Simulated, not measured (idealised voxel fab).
voxel tone inversion: a process module
For reference, the cross-section in this document is cut, with width 295 nm and square cells of 5 nm.
Format of a cross-section: grid, square cells. Given as bands. Order: top down. Band: one or more rows of cells. The entry gives the band's vertical extent as a top height and a bottom height in nm, then its horizontal make-up as materials from left to right, each with a width in nm. "air" stands for empty space; a single material marked "edge to edge" fills the band edge to edge. Below 0: as-received wafer, all one material; heights counted from there. Lowest band: no bottom, goes on down, written "0 nm and below". Width spec "30..40" -> top row of cells at first value, bottom row at second value, equal per-row change in between. You'll sometimes find "stayed the same" written for a step, and that's the way of saying that nowhere in the cross-section did a cell change during that step. In "Sealed internal voids" the enclosed voids are listed, meaning empty spaces of 8 cells or larger without any opening to the top. The form is width x height at distance, distance from the left edge, units nm. What comes after the settings on a step's line is commentary from the simulator itself on that step. If you see "overlay nm" on a step's line and that step has a mask, it's telling you how far right of where it was planned the mask ended up; a negative number means it went left instead.
Steps in the process plan
- 1: RECEIVE,material Si
- 2: CONFORMAL_DEP,material SiCN,thk nm 10
- 3: DIRECTIONAL_DEP,material polySi,thk nm 25
- 4: PATTERN,tone cover,mask id POSTS,material resist,width nm 25,pitch nm 45,thk nm 35,overlay nm 0
- 5: DIRECTIONAL_ETCH,etch materials polySi,depth nm 25
- 6: STRIP,etch materials resist
- 7: FILL_DEP,material lowk,thk nm 5
- 8: CMP,height nm 35
- 9: STRIP,etch materials polySi
- 10: CONFORMAL_DEP,material TiN,thk nm 5
- 11: FILL_DEP,material Cu,thk nm 5
- 12: CMP,height nm 35
- 13: CONFORMAL_DEP,material SiCN,thk nm 5
First out of two wafers; run went to plan
This is the cross-section of the wafer as we received it, i.e. after step 1
    0 nm and below | Si edge to edge
    Sealed internal voids: none
Step 2 done - wafer cross-section
    10 nm to 0 nm | SiCN edge to edge
    Note: structure below 0 unchanged.
Step 3 done - wafer cross-section
    35 nm to 10 nm | polySi edge to edge
    Note: structure below 10 unchanged.
Step 4 done - wafer cross-section
    70 nm to 35 nm | air=65 / resist=25 / air=20 / resist=25 / air=20 / resist=25 / air=20 / resist=25 / air=70
    Note: structure below 35 unchanged.
Step 5 done - wafer cross-section
    70 nm to 35 nm | air=65 / resist=25 / air=20 / resist=25 / air=20 / resist=25 / air=20 / resist=25 / air=70
    35 nm to 10 nm | air=65 / polySi=25 / air=20 / polySi=25 / air=20 / polySi=25 / air=20 / polySi=25 / air=70
    Note: structure below 10 unchanged.
Step 6 done - wafer cross-section
    35 nm to 10 nm | air=65 / polySi=25 / air=20 / polySi=25 / air=20 / polySi=25 / air=20 / polySi=25 / air=70
    Note: structure below 10 unchanged.
Step 7 done - wafer cross-section
    40 nm to 35 nm | lowk edge to edge
    35 nm to 10 nm | lowk=65 / polySi=25 / lowk=20 / polySi=25 / lowk=20 / polySi=25 / lowk=20 / polySi=25 / lowk=70
    Note: structure below 10 unchanged.
Step 8 done - wafer cross-section
    35 nm to 10 nm | lowk=65 / polySi=25 / lowk=20 / polySi=25 / lowk=20 / polySi=25 / lowk=20 / polySi=25 / lowk=70
    Note: structure below 10 unchanged.
Step 9 done - wafer cross-section
    35 nm to 10 nm | lowk=65 / air=25 / lowk=20 / air=25 / lowk=20 / air=25 / lowk=20 / air=25 / lowk=70
    Note: structure below 10 unchanged.
Step 10 done - wafer cross-section
    40 nm to 35 nm | TiN=70 / air=15 / TiN=30 / air=15 / TiN=30 / air=15 / TiN=30 / air=15 / TiN=75
    35 nm to 15 nm | lowk=65 / TiN=5 / air=15 / TiN=5 / lowk=20 / TiN=5 / air=15 / TiN=5 / lowk=20 / TiN=5 / air=15 / TiN=5 / lowk=20 / TiN=5 / air=15 / TiN=5 / lowk=70
    15 nm to 10 nm | lowk=65 / TiN=25 / lowk=20 / TiN=25 / lowk=20 / TiN=25 / lowk=20 / TiN=25 / lowk=70
    Note: structure below 10 unchanged.
Step 11 done - wafer cross-section
    45 nm to 40 nm | Cu edge to edge
    40 nm to 35 nm | TiN=70 / Cu=15 / TiN=30 / Cu=15 / TiN=30 / Cu=15 / TiN=30 / Cu=15 / TiN=75
    35 nm to 15 nm | lowk=65 / TiN=5 / Cu=15 / TiN=5 / lowk=20 / TiN=5 / Cu=15 / TiN=5 / lowk=20 / TiN=5 / Cu=15 / TiN=5 / lowk=20 / TiN=5 / Cu=15 / TiN=5 / lowk=70
    Note: structure below 15 unchanged.
Step 12 done - wafer cross-section
    35 nm to 15 nm | lowk=65 / TiN=5 / Cu=15 / TiN=5 / lowk=20 / TiN=5 / Cu=15 / TiN=5 / lowk=20 / TiN=5 / Cu=15 / TiN=5 / lowk=20 / TiN=5 / Cu=15 / TiN=5 / lowk=70
    Note: structure below 15 unchanged.
Step 13 done - wafer cross-section
    40 nm to 35 nm | SiCN edge to edge
    Note: structure below 35 unchanged.
Second Wafer (Identical Start and Plan, One Processing Error; Matches First Wafer Through Step 3)
when step 4 should have ended
    70 nm to 35 nm | resist=65 / air=25 / resist=20 / air=25 / resist=20 / air=25 / resist=20 / air=25 / resist=70
    Note: structure below 35 unchanged.
when step 5 should have ended
    70 nm to 35 nm | resist=65 / air=25 / resist=20 / air=25 / resist=20 / air=25 / resist=20 / air=25 / resist=70
    35 nm to 10 nm | polySi=65 / air=25 / polySi=20 / air=25 / polySi=20 / air=25 / polySi=20 / air=25 / polySi=70
    Note: structure below 10 unchanged.
when step 6 should have ended
    35 nm to 10 nm | polySi=65 / air=25 / polySi=20 / air=25 / polySi=20 / air=25 / polySi=20 / air=25 / polySi=70
    Note: structure below 10 unchanged.
when step 7 should have ended
    40 nm to 35 nm | lowk edge to edge
    35 nm to 10 nm | polySi=65 / lowk=25 / polySi=20 / lowk=25 / polySi=20 / lowk=25 / polySi=20 / lowk=25 / polySi=70
    Note: structure below 10 unchanged.
when step 8 should have ended
    35 nm to 10 nm | polySi=65 / lowk=25 / polySi=20 / lowk=25 / polySi=20 / lowk=25 / polySi=20 / lowk=25 / polySi=70
    Note: structure below 10 unchanged.
when step 9 should have ended
    35 nm to 10 nm | air=65 / lowk=25 / air=20 / lowk=25 / air=20 / lowk=25 / air=20 / lowk=25 / air=70
    Note: structure below 10 unchanged.
when step 10 should have ended
    40 nm to 35 nm | air=60 / TiN=35 / air=10 / TiN=35 / air=10 / TiN=35 / air=10 / TiN=35 / air=65
    35 nm to 15 nm | air=60 / TiN=5 / lowk=25 / TiN=5 / air=10 / TiN=5 / lowk=25 / TiN=5 / air=10 / TiN=5 / lowk=25 / TiN=5 / air=10 / TiN=5 / lowk=25 / TiN=5 / air=65
    15 nm to 10 nm | TiN=65 / lowk=25 / TiN=20 / lowk=25 / TiN=20 / lowk=25 / TiN=20 / lowk=25 / TiN=70
    Note: structure below 10 unchanged.
when step 11 should have ended
    45 nm to 40 nm | Cu edge to edge
    40 nm to 35 nm | Cu=60 / TiN=35 / Cu=10 / TiN=35 / Cu=10 / TiN=35 / Cu=10 / TiN=35 / Cu=65
    35 nm to 15 nm | Cu=60 / TiN=5 / lowk=25 / TiN=5 / Cu=10 / TiN=5 / lowk=25 / TiN=5 / Cu=10 / TiN=5 / lowk=25 / TiN=5 / Cu=10 / TiN=5 / lowk=25 / TiN=5 / Cu=65
    Note: structure below 15 unchanged.
when step 12 should have ended
    35 nm to 15 nm | Cu=60 / TiN=5 / lowk=25 / TiN=5 / Cu=10 / TiN=5 / lowk=25 / TiN=5 / Cu=10 / TiN=5 / lowk=25 / TiN=5 / Cu=10 / TiN=5 / lowk=25 / TiN=5 / Cu=65
    Note: structure below 15 unchanged.
when step 13 should have ended
    40 nm to 35 nm | SiCN edge to edge
    Note: structure below 35 unchanged.
Short version of what went wrong: step 4 deviated from plan and actually ran as PATTERN,tone open,mask id POSTS,material resist,width nm 25,pitch nm 45,thk nm 35,overlay nm 0
Wrapping up, a cell-based count of both wafers puts the second over or under the first for these materials: Cu +76, TiN +19, lowk -95
